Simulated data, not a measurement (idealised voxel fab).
The following process module bears the name voxel released beams.
Cross-section cut spans 185 nm and uses square cells 5 nm in size.
A cross-section is a grid of square cells, given in bands from the top down. A band is one or more rows of cells. Each band's line starts with the height of the band's top and of its bottom, in nm. Then come its materials from left to right, each with its width in nm. One material with "full width" fills the band from edge to edge. "air" is empty space. Heads up on the height convention: 0 is the point under which the incoming wafer is all one material, and the lowest band has no bottom, it just keeps going down, like "0 nm and below". Note: "30..40" means the width goes from the first number (top row of the band) to the second number (bottom row) in equal steps per row of cells. Given "all unchanged" for a step, no cell of the cross-section differs between before and after that step. What "Closed-off voids" gives you is every empty space of 8 cells or more that is cut off from the top. Each appears as width x height at distance, with the distance taken from the left edge and width, height and distance all in nm. Past the settings on a step's line: simulator remark, on that step. Steps that use a mask can have "overlay nm" on their line. It says how far the mask sat to the right of where it was meant to be. Negative means to the left.
BELOW IS THE LIST OF PLANNED PROCESS STEPS
1 RECEIVE (material Si)
2 CONFORMAL_DEP (material Al2O3; thk nm 10)
3 DIRECTIONAL_DEP (material SiO2; thk nm 20)
4 DIRECTIONAL_DEP (material aC; thk nm 10)
5 PATTERN (tone open; mask id ANCHOR; material resist; width nm 35; thk nm 30; overlay nm 0)
6 DIRECTIONAL_ETCH (etch materials aC; depth nm 10)
7 STRIP (etch materials resist)
8 DIRECTIONAL_ETCH (etch materials SiO2; depth nm 20)
9 STRIP (etch materials aC)
10 CONFORMAL_DEP (material polySi; thk nm 15)
11 MASKED_ETCH (tone cover; mask id BEAM; width nm 110; etch materials polySi; depth nm 15; overlay nm 0)
12 STRIP (etch materials SiO2)
For clarity, it should be stated that the wafers under discussion commence in an identical condition and differ with respect to the width nm of step 5, the plan indicating the value that the first wafer had.
HERE'S THE FIRST OF THE WAFERS IN CROSS-SECTION, JUST AS WE GOT IT, I.E. AFTER STEP 1
- 0 nm and below  Si full width
- Closed-off voids: none
POST STEP 12, THE CLOSING STEP OF THE MODULE: FIRST OF SEVERAL WAFERS, CROSS-SECTIONED
- 45 nm to 30 nm  35 air, 25 polySi, 5 air, 80 polySi, 40 air
- 30 nm to 25 nm  45 air, 15 polySi, 5 air, 15 polySi, 105 air
- 25 nm to 10 nm  45 air, 35 polySi, 105 air
- 10 nm to 0 nm  Al2O3 full width
- 0 nm and below  Si full width
- Closed-off voids: none
END OF MODULE: CROSS-SECTION, LAST OF SEVERAL WAFERS
- 45 nm to 30 nm  35 air, 15 polySi, 30 air, 65 polySi, 40 air
- 30 nm to 25 nm  35 air, 15 polySi, 30 air, 15 polySi, 90 air
- 25 nm to 10 nm  35 air, 60 polySi, 90 air
- 10 nm to 0 nm  Al2O3 full width
- 0 nm and below  Si full width
- Closed-off voids: none
THE ROWS OF THE TABLE BELOW ARE WAFERS. LOOKING AT THE END OF THE MODULE, A ROW COUNTS, FOR EVERY MATERIAL, THE CELLS THE WAFER HAS GAINED, SHOWN AS (+), OR LOST, SHOWN AS (-), SINCE IT WAS RECEIVED; ITS CLOSED VOIDS COME NEXT
width nm 35; +74 Al2O3; +90 polySi; Closed-off voids: none
width nm 40; +74 Al2O3; +90 polySi; Closed-off voids: none
width nm 45; +74 Al2O3; +90 polySi; Closed-off voids: none
width nm 50; +74 Al2O3; +90 polySi; Closed-off voids: none
width nm 55; +74 Al2O3; +90 polySi; Closed-off voids: none
width nm 60; +74 Al2O3; +90 polySi; Closed-off voids: none
